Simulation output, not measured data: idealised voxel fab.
process module | voxel fin reveal
cross-section cut | 180 nm wide | cells 5 nm
A cross-section is a grid of square cells, given in bands from the top down. A band is one or more rows of cells.
Each band's line starts with the height of the band's top and of its bottom, in nm. Then come its materials from left to right, each with its width in nm. One material with "throughout" fills the band from edge to edge. "air" is empty space.
Height 0 is the level under which the wafer as received is all one material. The lowest band goes on downwards, as in "0 down".
A width such as "30 to 40" changes by the same amount from each row of cells to the next, from the band's top row to its bottom row.
"no change" after a step means that no cell of the cross-section changed.
closed voids: empty space of 8 cells or more with no open way to the top, each as width x height at its distance from the left edge, in nm
after a step's settings: what the simulator itself notes on the step
overlay nm, on a step with a mask: how far to the right of its planned place the mask lay; to the left if negative
plan
1 op RECEIVE | material Si
2 op CONFORMAL_DEP | material SiN | thk nm 10
3 op DIRECTIONAL_DEP | material aC | thk nm 15
4 op PATTERN | tone cover | mask id FINS | material resist | width nm 15 | pitch nm 40 | thk nm 35 | overlay nm 0
5 op DIRECTIONAL_ETCH | etch materials aC | depth nm 15
6 op STRIP | etch materials resist
7 op DIRECTIONAL_ETCH | etch materials SiN | depth nm 10
8 op DIRECTIONAL_ETCH | etch materials Si | depth nm 35
9 op STRIP | etch materials aC
10 op FILL_DEP | material SiO2 | thk nm 10
11 op CMP | height nm 10
12 op SELECTIVE_ETCH | etch materials SiO2 | depth nm 20
13 op STRIP | etch materials SiN
as received, after step 1
  0 down: Si throughout
  closed voids: none
a wafer at the end: this start, this plan, one mistake
  0 to -35: air 40 | Si 15 | air 25 | Si 15 | air 25 | Si 15 | air 45
  -35 down: Si throughout
  closed voids: none
what went wrong: step 10 ran as: op FILL_DEP | material SiN | thk nm 10
